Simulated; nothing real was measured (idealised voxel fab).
process module | voxel air gaps
cross-section cut | 235 nm wide | cells 5 nm
A cross-section is a grid of square cells, given in bands from the top down. A band is one or more rows of cells.
Each band's line starts with the height of the band's top and of its bottom, in nm. Then come its materials from left to right, each with its width in nm. One material with "throughout" fills the band from edge to edge. "air" is empty space.
Height 0 is the level under which the wafer as received is all one material. The lowest band goes on downwards, as in "0 down".
A width such as "30 to 40" changes by the same amount from each row of cells to the next, from the band's top row to its bottom row.
"no change" after a step means that no cell of the cross-section changed.
closed voids: empty space of 8 cells or more with no open way to the top, each as width x height at its distance from the left edge, in nm
after a step's settings: what the simulator itself notes on the step
overlay nm, on a step with a mask: how far to the right of its planned place the mask lay; to the left if negative
plan
1 op RECEIVE | material Si
2 op CONFORMAL_DEP | material SiO2 | thk nm 15
3 op CONFORMAL_DEP | material SiCN | thk nm 5
4 op DIRECTIONAL_DEP | material SiO2 | thk nm 35
5 op DIRECTIONAL_DEP | material aC | thk nm 10
6 op PATTERN | tone open | mask id LINES | material resist | width nm 25 | pitch nm 50 | thk nm 25 | overlay nm 0
7 op DIRECTIONAL_ETCH | etch materials aC | depth nm 10
8 op STRIP | etch materials resist
9 op DIRECTIONAL_ETCH | etch materials SiO2 | depth nm 35
10 op STRIP | etch materials aC
11 op CONFORMAL_DEP | material TiN | thk nm 5
12 op FILL_DEP | material Cu | thk nm 10
13 op CMP | height nm 55
14 op EPI | material Ru | thk nm 10
15 op SELECTIVE_ETCH | etch materials SiO2 | depth nm 45
16 op CONFORMAL_DEP | material SiCN | thk nm 5
first wafer, as planned
as received, after step 1
  0 down: Si throughout
  closed voids: none
after step 2
  15 to 0: SiO2 throughout
  below 0: unchanged
after step 3
  20 to 15: SiCN throughout
  below 15: unchanged
after step 4
  55 to 20: SiO2 throughout
  below 20: unchanged
after step 5
  65 to 55: aC throughout
  below 55: unchanged
after step 6
  90 to 65: resist 55 | air 25 | resist 25 | air 25 | resist 25 | air 25 | resist 55
  below 65: unchanged
after step 7
  80 to 65: resist 55 | air 25 | resist 25 | air 25 | resist 25 | air 25 | resist 55
  65 to 55: aC 55 | air 25 | aC 25 | air 25 | aC 25 | air 25 | aC 55
  below 55: unchanged
after step 8
  65 to 55: aC 55 | air 25 | aC 25 | air 25 | aC 25 | air 25 | aC 55
  below 55: unchanged
after step 9
  65 to 55: aC 55 | air 25 | aC 25 | air 25 | aC 25 | air 25 | aC 55
  55 to 20: SiO2 55 | air 25 | SiO2 25 | air 25 | SiO2 25 | air 25 | SiO2 55
  below 20: unchanged
after step 10
  55 to 20: SiO2 55 | air 25 | SiO2 25 | air 25 | SiO2 25 | air 25 | SiO2 55
  below 20: unchanged
after step 11
  60 to 55: TiN 60 | air 15 | TiN 35 | air 15 | TiN 35 | air 15 | TiN 60
  55 to 25: SiO2 55 | TiN 5 | air 15 | TiN 5 | SiO2 25 | TiN 5 | air 15 | TiN 5 | SiO2 25 | TiN 5 | air 15 | TiN 5 | SiO2 55
  25 to 20: SiO2 55 | TiN 25 | SiO2 25 | TiN 25 | SiO2 25 | TiN 25 | SiO2 55
  below 20: unchanged
after step 12
  70 to 60: Cu throughout
  60 to 55: TiN 60 | Cu 15 | TiN 35 | Cu 15 | TiN 35 | Cu 15 | TiN 60
  55 to 25: SiO2 55 | TiN 5 | Cu 15 | TiN 5 | SiO2 25 | TiN 5 | Cu 15 | TiN 5 | SiO2 25 | TiN 5 | Cu 15 | TiN 5 | SiO2 55
  below 25: unchanged
after step 13
  55 to 25: SiO2 55 | TiN 5 | Cu 15 | TiN 5 | SiO2 25 | TiN 5 | Cu 15 | TiN 5 | SiO2 25 | TiN 5 | Cu 15 | TiN 5 | SiO2 55
  below 25: unchanged
after step 14
  65 to 55: air 45 | Ru 45 | air 5 | Ru 45 | air 5 | Ru 45 | air 45
  below 55: unchanged
after step 15
  65 to 55: air 45 | Ru 45 | air 5 | Ru 45 | air 5 | Ru 45 | air 45
  55 to 25: air 55 | TiN 5 | Cu 15 | TiN 5 | air 25 | TiN 5 | Cu 15 | TiN 5 | air 25 | TiN 5 | Cu 15 | TiN 5 | air 55
  25 to 20: air 55 | TiN 25 | air 25 | TiN 25 | air 25 | TiN 25 | air 55
  below 20: unchanged
after step 16
  70 to 65: air 40 | SiCN 155 | air 40
  65 to 55: air 40 | SiCN 5 | Ru 45 | SiCN 5 | Ru 45 | SiCN 5 | Ru 45 | SiCN 5 | air 40
  55 to 50: air 40 | SiCN 15 | TiN 5 | Cu 15 | TiN 5 | SiCN 25 | TiN 5 | Cu 15 | TiN 5 | SiCN 25 | TiN 5 | Cu 15 | TiN 5 | SiCN 15 | air 40
  50 to 25: air 50 | SiCN 5 | TiN 5 | Cu 15 | TiN 5 | SiCN 5 | air 15 | SiCN 5 | TiN 5 | Cu 15 | TiN 5 | SiCN 5 | air 15 | SiCN 5 | TiN 5 | Cu 15 | TiN 5 | SiCN 5 | air 50
  25 to 20: SiCN 55 | TiN 25 | SiCN 25 | TiN 25 | SiCN 25 | TiN 25 | SiCN 55
  below 20: unchanged
  closed voids: 15 x 25 at 85; 15 x 25 at 135
second wafer: like start, like plan, one mistake. Through step 5 it matches the first wafer
when step 6 should have ended
  90 to 65: resist 65 | air 25 | resist 25 | air 25 | resist 25 | air 25 | resist 45
  below 65: unchanged
when step 7 should have ended
  80 to 65: resist 65 | air 25 | resist 25 | air 25 | resist 25 | air 25 | resist 45
  65 to 55: aC 65 | air 25 | aC 25 | air 25 | aC 25 | air 25 | aC 45
  below 55: unchanged
when step 8 should have ended
  65 to 55: aC 65 | air 25 | aC 25 | air 25 | aC 25 | air 25 | aC 45
  below 55: unchanged
when step 9 should have ended
  65 to 55: aC 65 | air 25 | aC 25 | air 25 | aC 25 | air 25 | aC 45
  55 to 20: SiO2 65 | air 25 | SiO2 25 | air 25 | SiO2 25 | air 25 | SiO2 45
  below 20: unchanged
when step 10 should have ended
  55 to 20: SiO2 65 | air 25 | SiO2 25 | air 25 | SiO2 25 | air 25 | SiO2 45
  below 20: unchanged
when step 11 should have ended
  60 to 55: TiN 70 | air 15 | TiN 35 | air 15 | TiN 35 | air 15 | TiN 50
  55 to 25: SiO2 65 | TiN 5 | air 15 | TiN 5 | SiO2 25 | TiN 5 | air 15 | TiN 5 | SiO2 25 | TiN 5 | air 15 | TiN 5 | SiO2 45
  25 to 20: SiO2 65 | TiN 25 | SiO2 25 | TiN 25 | SiO2 25 | TiN 25 | SiO2 45
  below 20: unchanged
when step 12 should have ended
  70 to 60: Cu throughout
  60 to 55: TiN 70 | Cu 15 | TiN 35 | Cu 15 | TiN 35 | Cu 15 | TiN 50
  55 to 25: SiO2 65 | TiN 5 | Cu 15 | TiN 5 | SiO2 25 | TiN 5 | Cu 15 | TiN 5 | SiO2 25 | TiN 5 | Cu 15 | TiN 5 | SiO2 45
  below 25: unchanged
when step 13 should have ended
  55 to 25: SiO2 65 | TiN 5 | Cu 15 | TiN 5 | SiO2 25 | TiN 5 | Cu 15 | TiN 5 | SiO2 25 | TiN 5 | Cu 15 | TiN 5 | SiO2 45
  below 25: unchanged
when step 14 should have ended
  65 to 55: air 55 | Ru 45 | air 5 | Ru 45 | air 5 | Ru 45 | air 35
  below 55: unchanged
when step 15 should have ended
  65 to 55: air 55 | Ru 45 | air 5 | Ru 45 | air 5 | Ru 45 | air 35
  55 to 25: air 65 | TiN 5 | Cu 15 | TiN 5 | air 25 | TiN 5 | Cu 15 | TiN 5 | air 25 | TiN 5 | Cu 15 | TiN 5 | air 45
  25 to 20: air 65 | TiN 25 | air 25 | TiN 25 | air 25 | TiN 25 | air 45
  below 20: unchanged
when step 16 should have ended
  70 to 65: air 50 | SiCN 155 | air 30
  65 to 55: air 50 | SiCN 5 | Ru 45 | SiCN 5 | Ru 45 | SiCN 5 | Ru 45 | SiCN 5 | air 30
  55 to 50: air 50 | SiCN 15 | TiN 5 | Cu 15 | TiN 5 | SiCN 25 | TiN 5 | Cu 15 | TiN 5 | SiCN 25 | TiN 5 | Cu 15 | TiN 5 | SiCN 15 | air 30
  50 to 25: air 60 | SiCN 5 | TiN 5 | Cu 15 | TiN 5 | SiCN 5 | air 15 | SiCN 5 | TiN 5 | Cu 15 | TiN 5 | SiCN 5 | air 15 | SiCN 5 | TiN 5 | Cu 15 | TiN 5 | SiCN 5 | air 40
  25 to 20: SiCN 65 | TiN 25 | SiCN 25 | TiN 25 | SiCN 25 | TiN 25 | SiCN 45
  below 20: unchanged
  closed voids: 15 x 25 at 95; 15 x 25 at 145
what went wrong: step 6 ran as: op PATTERN | tone open | mask id LINES | material resist | width nm 25 | pitch nm 50 | thk nm 25 | overlay nm 10
at the end the second wafer has, in cells: as many of each material as the first, in other places
